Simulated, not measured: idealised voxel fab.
process module | voxel transistor to metal
cross-section cut | 205 nm wide | cells 5 nm
A cross-section is a grid of square cells, given in bands from the top down. A band is one or more rows of cells.
Each band's line starts with the height of the band's top and of its bottom, in nm. Then come its materials from left to right, each with its width in nm. One material with "throughout" fills the band from edge to edge. "air" is empty space.
Height 0 is the level under which the wafer as received is all one material. The lowest band goes on downwards, as in "0 down".
A width such as "30 to 40" changes by the same amount from each row of cells to the next, from the band's top row to its bottom row.
"no change" after a step means that no cell of the cross-section changed.
closed voids: empty space of 8 cells or more with no open way to the top, each as width x height at its distance from the left edge, in nm
after a step's settings: what the simulator itself notes on the step
overlay nm, on a step with a mask: how far to the right of its planned place the mask lay; to the left if negative
Each pair below shows a cross-section before one step and the cross-section after it, down to the lowest band that changed. The line under each pair gives the step between them, with its settings. The pairs can come from different runs of this module on the same starting wafer, so a pair continues from the pair above only where its "before" says so.
before
  45 to 30: SiCN 95 | SiN 5 | air 5 | SiN 5 | SiCN 95
  30 to 15: polySi 95 | SiN 5 | air 5 | SiN 5 | polySi 95
  15 to 0: polySi 95 | SiN 5 | pSi 5 | SiN 5 | polySi 95
  0 to -5: SiO2 100 | pSi 5 | SiO2 100
  -5 to -20: SiO2 55 | Si 45 | pSi 5 | Si 45 | SiO2 55
  -20 to -25: SiO2 55 | Si 95 | SiO2 55
  -25 down: Si throughout
  closed voids: none
after
  50 to 45: SiO2 throughout
  45 to 30: SiCN 95 | SiN 5 | SiO2 5 | SiN 5 | SiCN 95
  30 to 15: polySi 95 | SiN 5 | SiO2 5 | SiN 5 | polySi 95
  below 15: unchanged
  closed voids: none
the step between: op FILL_DEP | material SiO2 | thk nm 5
before: the cross-section after the pair above
after
  45 to 30: SiCN 95 | SiN 5 | SiO2 5 | SiN 5 | SiCN 95
  below 30: unchanged
  closed voids: none
the step between: op CMP | height nm 45
before: the cross-section after the pair above
after
  60 to 45: SiO2 throughout
  below 45: unchanged
  closed voids: none
the step between: op DIRECTIONAL_DEP | material SiO2 | thk nm 15
before: the cross-section after the pair above
after
  75 to 60: resist 60 | air 20 | resist 45 | air 20 | resist 60
  below 60: unchanged
  closed voids: none
the step between: op PATTERN | tone open | mask id CONTACT | material resist | width nm 20 | pitch nm 65 | thk nm 15 | overlay nm 0
before: the cross-section after the pair above
after
  75 to 60: resist 60 | air 20 | resist 45 | air 20 | resist 60
  60 to 45: SiO2 60 | air 20 | SiO2 45 | air 20 | SiO2 60
  below 45: unchanged
  closed voids: none
the step between: op DIRECTIONAL_ETCH | etch materials SiO2 | depth nm 60
before: the cross-section after the pair above
after
  60 to 45: SiO2 60 | air 20 | SiO2 45 | air 20 | SiO2 60
  below 45: unchanged
  closed voids: none
the step between: op STRIP | etch materials resist
before: the cross-section after the pair above
after
  65 to 60: TiN 65 | air 10 | TiN 55 | air 10 | TiN 65
  60 to 50: SiO2 60 | TiN 5 | air 10 | TiN 5 | SiO2 45 | TiN 5 | air 10 | TiN 5 | SiO2 60
  50 to 45: SiO2 60 | TiN 20 | SiO2 45 | TiN 20 | SiO2 60
  below 45: unchanged
  closed voids: none
the step between: op CONFORMAL_DEP | material TiN | thk nm 5
before: the cross-section after the pair above
after
  75 to 65: W throughout
  65 to 60: TiN 65 | W 10 | TiN 55 | W 10 | TiN 65
  60 to 50: SiO2 60 | TiN 5 | W 10 | TiN 5 | SiO2 45 | TiN 5 | W 10 | TiN 5 | SiO2 60
  below 50: unchanged
  closed voids: none
the step between: op FILL_DEP | material W | thk nm 10
before: the cross-section after the pair above
after
  60 to 50: SiO2 60 | TiN 5 | W 10 | TiN 5 | SiO2 45 | TiN 5 | W 10 | TiN 5 | SiO2 60
  below 50: unchanged
  closed voids: none
the step between: op CMP | height nm 60
before: the cross-section after the pair above
after
  65 to 60: SiCN throughout
  below 60: unchanged
  closed voids: none
the step between: op CONFORMAL_DEP | material SiCN | thk nm 5
before: the cross-section after the pair above
after
  85 to 65: lowk throughout
  below 65: unchanged
  closed voids: none
the step between: op DIRECTIONAL_DEP | material lowk | thk nm 20
before: the cross-section after the pair above
after
  85 to 65: lowk 60 | air 20 | lowk 45 | air 20 | lowk 60
  below 65: unchanged
  closed voids: none
the step between: op MASKED_ETCH | tone open | mask id METAL_1 | width nm 20 | pitch nm 65 | etch materials lowk | depth nm 20 | overlay nm 0
before: the cross-section after the pair above
after
  85 to 65: lowk 60 | air 20 | lowk 45 | air 20 | lowk 60
  65 to 60: SiCN 60 | air 20 | SiCN 45 | air 20 | SiCN 60
  below 60: unchanged
  closed voids: none
the step between: op MASKED_ETCH | tone open | mask id METAL_1 | width nm 20 | pitch nm 65 | etch materials SiCN | depth nm 5 | overlay nm 0
before: the cross-section after the pair above
after
  90 to 85: TiN 65 | air 10 | TiN 55 | air 10 | TiN 65
  85 to 65: lowk 60 | TiN 5 | air 10 | TiN 5 | lowk 45 | TiN 5 | air 10 | TiN 5 | lowk 60
  65 to 60: SiCN 60 | TiN 20 | SiCN 45 | TiN 20 | SiCN 60
  below 60: unchanged
  closed voids: none
the step between: op CONFORMAL_DEP | material TiN | thk nm 5
before: the cross-section after the pair above
after
  95 to 90: Cu throughout
  90 to 85: TiN 65 | Cu 10 | TiN 55 | Cu 10 | TiN 65
  85 to 65: lowk 60 | TiN 5 | Cu 10 | TiN 5 | lowk 45 | TiN 5 | Cu 10 | TiN 5 | lowk 60
  below 65: unchanged
  closed voids: none
the step between: op FILL_DEP | material Cu | thk nm 5
before: the cross-section after the pair above
after
  85 to 65: lowk 60 | TiN 5 | Cu 10 | TiN 5 | lowk 45 | TiN 5 | Cu 10 | TiN 5 | lowk 60
  below 65: unchanged
  closed voids: none
the step between: op CMP | height nm 85
before: the cross-section after the pair above
after
  90 to 85: SiCN throughout
  below 85: unchanged
  closed voids: none
the step between: op CONFORMAL_DEP | material SiCN | thk nm 5
before: the cross-section after the pair above
after
  120 to 90: SiO2 throughout
  below 90: unchanged
  closed voids: none
the step between: op DIRECTIONAL_DEP | material SiO2 | thk nm 30
before: the cross-section after the pair above
after
  135 to 120: resist 60 | air 15 | resist 50 | air 15 | resist 65
  below 120: unchanged
  closed voids: none
the step between: op PATTERN | tone open | mask id METAL_2_HOLES | material resist | width nm 15 | pitch nm 65 | thk nm 15 | overlay nm 0
before: the cross-section after the pair above
after
  135 to 120: resist 60 | air 15 | resist 50 | air 15 | resist 65
  120 to 90: SiO2 60 | air 15 | SiO2 50 | air 15 | SiO2 65
  below 90: unchanged
  closed voids: none
the step between: op DIRECTIONAL_ETCH | etch materials SiO2 | depth nm 30
before: the cross-section after the pair above
after
  120 to 90: SiO2 60 | air 15 | SiO2 50 | air 15 | SiO2 65
  below 90: unchanged
  closed voids: none
the step between: op STRIP | etch materials resist
before: the cross-section after the pair above
after
  120 to 105: SiO2 60 | air 20 | SiO2 45 | air 20 | SiO2 60
  below 105: unchanged
  closed voids: none
the step between: op MASKED_ETCH | tone open | mask id METAL_2 | width nm 20 | pitch nm 65 | etch materials SiO2 | depth nm 15 | overlay nm 0
before: the cross-section after the pair above
after
  120 to 105: SiO2 60 | air 20 | SiO2 45 | air 20 | SiO2 60
  105 to 90: SiO2 60 | air 15 | SiO2 50 | air 15 | SiO2 65
  90 to 85: SiCN 60 | air 15 | SiCN 50 | air 15 | SiCN 65
  below 85: unchanged
  closed voids: none
the step between: op MASKED_ETCH | tone open | mask id METAL_2 | width nm 20 | pitch nm 65 | etch materials SiCN | depth nm 5 | overlay nm 0
before: the cross-section after the pair above
after
  125 to 120: TiN 65 | air 10 | TiN 55 | air 10 | TiN 65
  120 to 110: SiO2 60 | TiN 5 | air 10 | TiN 5 | SiO2 45 | TiN 5 | air 10 | TiN 5 | SiO2 60
  110 to 105: SiO2 60 | TiN 5 | air 5 | TiN 10 | SiO2 45 | TiN 5 | air 5 | TiN 10 | SiO2 60
  105 to 90: SiO2 60 | TiN 5 | air 5 | TiN 5 | SiO2 50 | TiN 5 | air 5 | TiN 5 | SiO2 65
  90 to 85: SiCN 60 | TiN 15 | SiCN 50 | TiN 15 | SiCN 65
  below 85: unchanged
  closed voids: none
the step between: op CONFORMAL_DEP | material TiN | thk nm 5
before: the cross-section after the pair above
after
  135 to 125: Cu throughout
  125 to 120: TiN 65 | Cu 10 | TiN 55 | Cu 10 | TiN 65
  120 to 110: SiO2 60 | TiN 5 | Cu 10 | TiN 5 | SiO2 45 | TiN 5 | Cu 10 | TiN 5 | SiO2 60
  110 to 105: SiO2 60 | TiN 5 | Cu 5 | TiN 10 | SiO2 45 | TiN 5 | Cu 5 | TiN 10 | SiO2 60
  105 to 90: SiO2 60 | TiN 5 | Cu 5 | TiN 5 | SiO2 50 | TiN 5 | Cu 5 | TiN 5 | SiO2 65
  below 90: unchanged
  closed voids: none
the step between: op FILL_DEP | material Cu | thk nm 10
before: the cross-section after the pair above
after
  120 to 110: SiO2 60 | TiN 5 | Cu 10 | TiN 5 | SiO2 45 | TiN 5 | Cu 10 | TiN 5 | SiO2 60
  below 110: unchanged
  closed voids: none
the step between: op CMP | height nm 120
before: the cross-section after the pair above
after
  125 to 120: SiCN throughout
  below 120: unchanged
  closed voids: none
the step between: op CONFORMAL_DEP | material SiCN | thk nm 5
